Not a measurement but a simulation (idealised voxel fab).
This section sets out a process module, namely voxel gate over fins.
Pictured: cross-section cut, 155 nm wide, on a grid of 5 nm square cells.
A cross-section in this document is a grid of square cells, and it is written down as bands, the top band listed before the ones below it; a band is made up of one or more rows of cells.
Band entry format. Leading values: height of top, height of bottom, nm. Remainder: materials in left-to-right order, each with its width in nm. Special words: "full width" on a single material, which then fills the band edge to edge; "blank", empty space.
Convention: height 0 is the level below which the wafer, as received, is all one material. The lowest band does not terminate at the bottom but continues downward, represented as "top 0, no bottom".
The expression "30..40" gives the width at the extremes of the band, the first number at its top row of cells and the second at its bottom row, with the width changing by equal amounts from each row to the next in between.
Where the words "nothing was modified" appear for a step, the cross-section shows no cell changed by that step; every cell remained as before.
Trapped void list: empty space of 8 cells or more with no open way to the top, each as width x height at its distance from the left edge, in nm
On each step's line, the part that comes after the settings is the simulator's own comment on the step.
overlay nm: mask offset rightward from planned place, masked step; negative means leftward offset.

-- Process steps foreseen in the plan
1. RECEIVE, material Si
2. CONFORMAL_DEP, material SiN, thk nm 10
3. MASKED_ETCH, tone cover, mask id FINS, width nm 15, pitch nm 40, etch materials SiN, depth nm 10, overlay nm 0
4. MASKED_ETCH, tone cover, mask id FINS, width nm 15, pitch nm 40, etch materials Si, depth nm 40, overlay nm 0
5. OXIDIZE, depth nm 5
6. FILL_DEP, material SiO2, thk nm 10
7. CMP, height nm 10
8. SELECTIVE_ETCH, etch materials SiO2, depth nm 25
9. STRIP, etch materials SiN
10. CONFORMAL_DEP, material HfO2, thk nm 5
11. CONFORMAL_DEP, material TiN, thk nm 5
12. CONFORMAL_DEP, material TiAl, thk nm 5
13. CONFORMAL_DEP, material TiN, thk nm 5
14. FILL_DEP, material W, thk nm 10
15. CMP, height nm 25
16. CONFORMAL_DEP, material SiCN, thk nm 5

-- Incoming wafer, cross-sectional view, post step 1
> top 0, no bottom | Si full width
> Trapped void list: none

-- Cross-sectional view of the first of the two wafers upon completion of the module, processed in accordance with the plan
> top 30, bottom 25 | SiCN full width
> top 25, bottom 20 | W full width
> top 20, bottom 15 | W (35) | TiN (85) | W (35)
> top 15, bottom 10 | W (35) | TiN (5) | TiAl (35) | TiN (5) | TiAl (35) | TiN (5) | W (35)
> top 10, bottom 5 | W (35) | TiN (5) | TiAl (5) | TiN (25) | TiAl (5) | TiN (5) | TiAl (5) | TiN (25) | TiAl (5) | TiN (5) | W (35)
> top 5, bottom 0 | TiN (40) | TiAl (5) | TiN (5) | HfO2 (15) | TiN (5) | TiAl (5) | TiN (5) | TiAl (5) | TiN (5) | HfO2 (15) | TiN (5) | TiAl (5) | TiN (40)
> top 0, bottom -5 | TiAl (45) | TiN (5) | HfO2 (5) | Si (5) | HfO2 (5) | TiN (5) | TiAl (15) | TiN (5) | HfO2 (5) | Si (5) | HfO2 (5) | TiN (5) | TiAl (45)
> top -5, bottom -10 | TiN (50) | HfO2 (5) | Si (5) | HfO2 (5) | TiN (25) | HfO2 (5) | Si (5) | HfO2 (5) | TiN (50)
> top -10, bottom -15 | HfO2 (55) | Si (5) | HfO2 (35) | Si (5) | HfO2 (55)
> top -15, bottom -45 | SiO2 (55) | Si (5) | SiO2 (35) | Si (5) | SiO2 (55)
> top -45, no bottom | Si full width
> Trapped void list: none

-- What the second wafer looks like in cross-section once the module is done. Its start and its plan matched the first wafer's exactly; what differed was one mistake in how it was run
> top 30, bottom 25 | SiCN full width
> top 25, bottom 20 | W full width
> top 20, bottom 15 | W (35) | TiN (85) | W (35)
> top 15, bottom 10 | W (35) | TiN (5) | TiAl (35) | TiN (5) | TiAl (35) | TiN (5) | W (35)
> top 10, bottom 5 | W (35) | TiN (5) | TiAl (5) | HfO2 (25) | TiAl (5) | TiN (5) | TiAl (5) | HfO2 (25) | TiAl (5) | TiN (5) | W (35)
> top 5, bottom 0 | TiN (40) | TiAl (5) | HfO2 (5) | TiN (15) | HfO2 (5) | TiAl (5) | TiN (5) | TiAl (5) | HfO2 (5) | TiN (15) | HfO2 (5) | TiAl (5) | TiN (40)
> top 0, bottom -5 | TiAl (45) | HfO2 (5) | TiN (5) | Si (5) | TiN (5) | HfO2 (5) | TiAl (15) | HfO2 (5) | TiN (5) | Si (5) | TiN (5) | HfO2 (5) | TiAl (45)
> top -5, bottom -10 | HfO2 (50) | TiN (5) | Si (5) | TiN (5) | HfO2 (25) | TiN (5) | Si (5) | TiN (5) | HfO2 (50)
> top -10, bottom -15 | TiN (55) | Si (5) | TiN (35) | Si (5) | TiN (55)
> top -15, bottom -45 | SiO2 (55) | Si (5) | SiO2 (35) | Si (5) | SiO2 (55)
> top -45, no bottom | Si full width
> Trapped void list: none
Error vs. plan: steps 10 and 11 swapped
The concluding comparison shows that, measured in cells, each material is equally abundant on both wafers, albeit at different positions.
